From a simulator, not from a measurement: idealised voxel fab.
Process module name: voxel spacer lines
The cross-section on display is named cut; it measures 300 nm wide, and its cells are 5 nm squares.
Think of the cross-section as a grid of square cells. We describe it in bands, top to bottom, and each band covers one or more rows of those cells.
Heads up on the band format: heights come first, top then bottom, in nm. After that it's the materials left to right, each with its width in nm. A single material flagged "throughout" fills the whole band edge to edge, and "air" means there's empty space there.
Where do heights start? At 0: under that level the wafer as delivered is made of one material only. And the lowest band has no floor; it just carries on downward, as in "0 -> down".
You'd read "30..40" like this: the band's top row of cells is as wide as the first number, its bottom row is as wide as the second, and going down, every row changes width by the same amount as the row before did.
Reading "remains unaltered" for a step: not a cell of the cross-section changed in it.
Enclosed voids (no open way to top), threshold 8 cells or more, entry "Internal closed voids", notation width x height at distance, distance from left edge, nm.
Formally, on a step line, whatever follows the settings is a remark that the simulator itself makes on the step.
When a step includes a mask, the "overlay nm" setting on its line states how far to the right of its planned place that mask lay, and negative values state how far to the left.

# The process steps that were planned are listed below
1,op RECEIVE | material Si
2,op CONFORMAL_DEP | material Al2O3 | thk nm 5
3,op DIRECTIONAL_DEP | material polySi | thk nm 20
4,op DIRECTIONAL_DEP | material aC | thk nm 20
5,op PATTERN | tone cover | mask id MANDREL | material resist | width nm 25 | pitch nm 80 | thk nm 25 | overlay nm 0
6,op DIRECTIONAL_ETCH | etch materials aC | depth nm 20
7,op STRIP | etch materials resist
8,op CONFORMAL_DEP | material SiN | thk nm 15
9,op DIRECTIONAL_ETCH | etch materials SiN | depth nm 15
10,op STRIP | etch materials aC
11,op DIRECTIONAL_ETCH | etch materials polySi | depth nm 20
12,op STRIP | etch materials SiN
13,op FILL_DEP | material SiO2 | thk nm 5
14,op CMP | height nm 25

# Incoming wafer, cross-sectional view, post step 1
	0 -> down  Si throughout
	Internal closed voids: none

# This is how the wafer looks in cross-section once the module is done, given the starting state and plan above and one mistake in carrying the plan out
	15 -> 5  SiO2 (80); polySi (15); SiO2 (25); polySi (15); SiO2 (25); polySi (15); SiO2 (25); polySi (15); SiO2 (85)
	5 -> 0  Al2O3 throughout
	0 -> down  Si throughout
	Internal closed voids: none
Nonconformance to the process plan: it should be noted that step 14 was executed with settings other than those planned, the operation and settings actually applied being op CMP | height nm 15
